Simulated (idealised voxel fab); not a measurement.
Process module under the name voxel released beams
For reference, the cross-section in this document is cut, with width 295 nm and square cells of 5 nm.
A cross-section is written here as square cells arranged in a grid, and it is given in bands from the top down, each band taking up one or more rows of cells.
For a band, the entry starts with two heights in nm, that of the top and then that of the bottom, and carries on with the band's materials in order from left to right, each alongside its width in nm; the word "all across" beside a single material means it fills the band edge to edge, and "air" means empty space.
Height reference: 0 = level under which incoming wafer is all one material. Lowest band: no bottom, runs on downward, e.g. "0 and below".
Quick explanation for "30..40": the width changes in equal steps down the rows of cells, from the first number in the band's top row to the second number in its bottom row.
Step marked "changes: none"? Then no cell in the cross-section changed in it.
Basically, "Sealed voids" tells you about the enclosed voids: empty spaces with no open way to the top, 8 cells or bigger, each written width x height at distance, where distance is from the left edge, all in nm.
On a step's line, text after the settings is the simulator commenting on that step.
The line of a step may include "overlay nm". On a step with a mask, this value is how far to the right of its planned place the mask lay. A negative value means the mask lay to the left.
## Here's what the planned process steps look like
1 RECEIVE, material Si
2 CONFORMAL_DEP, material Al2O3, thk nm 5
3 DIRECTIONAL_DEP, material SiO2, thk nm 10
4 MASKED_ETCH, tone open, mask id ANCHOR, width nm 35, etch materials SiO2, depth nm 10, overlay nm 0
5 CONFORMAL_DEP, material W, thk nm 10
6 MASKED_ETCH, tone cover, mask id BEAM, width nm 105, etch materials W, depth nm 10, overlay nm 0
7 STRIP, etch materials SiO2
## Account of the first of two wafers, which was processed as intended
## Cross-sectional view of the wafer in its as-received condition, corresponding to the state after step 1
  0 and below | Si all across
  Sealed voids: none
## The wafer in cross-section once step 2 is complete
  5 down to 0 | Al2O3 all across
  At heights below 0, the structure remains unaltered.
## The wafer in cross-section once step 3 is complete
  15 down to 5 | SiO2 all across
  At heights below 5, the structure remains unaltered.
## The wafer in cross-section once step 4 is complete
  15 down to 5 | SiO2 (95); air (35); SiO2 (165)
  At heights below 5, the structure remains unaltered.
## The wafer in cross-section once step 5 is complete
  25 down to 15 | W (105); air (15); W (175)
  15 down to 5 | SiO2 (95); W (35); SiO2 (165)
  At heights below 5, the structure remains unaltered.
## The wafer in cross-section once step 6 is complete
  25 down to 15 | air (90); W (15); air (15); W (75); air (100)
  At heights below 15, the structure remains unaltered.
## The wafer in cross-section once step 7 is complete
  25 down to 15 | air (90); W (15); air (15); W (75); air (100)
  15 down to 5 | air (95); W (35); air (165)
  At heights below 5, the structure remains unaltered.
## The second wafer began exactly as the first did and followed the same plan, but one mistake was made while running it; through step 1 inclusive, the two wafers are identical
Cross-section: second wafer, time at which step 2 was scheduled to end: changes: none
## Cross-section: second wafer, time at which step 3 was scheduled to end
  10 down to 0 | SiO2 all across
  At heights below 0, the structure remains unaltered.
## Cross-section: second wafer, time at which step 4 was scheduled to end
  10 down to 0 | SiO2 (95); air (35); SiO2 (165)
  At heights below 0, the structure remains unaltered.
## Cross-section: second wafer, time at which step 5 was scheduled to end
  20 down to 10 | W (105); air (15); W (175)
  10 down to 0 | SiO2 (95); W (35); SiO2 (165)
  At heights below 0, the structure remains unaltered.
## Cross-section: second wafer, time at which step 6 was scheduled to end
  20 down to 10 | air (90); W (15); air (15); W (75); air (100)
  At heights below 10, the structure remains unaltered.
## Cross-section: second wafer, time at which step 7 was scheduled to end
  20 down to 10 | air (90); W (15); air (15); W (75); air (100)
  10 down to 0 | air (95); W (35); air (165)
  At heights below 0, the structure remains unaltered.
Where did the run depart from the plan? skipped: plan step 2 (never run)
Count the cells at the end and the second wafer has more or fewer of some materials than the first: 59 fewer of Al2O3
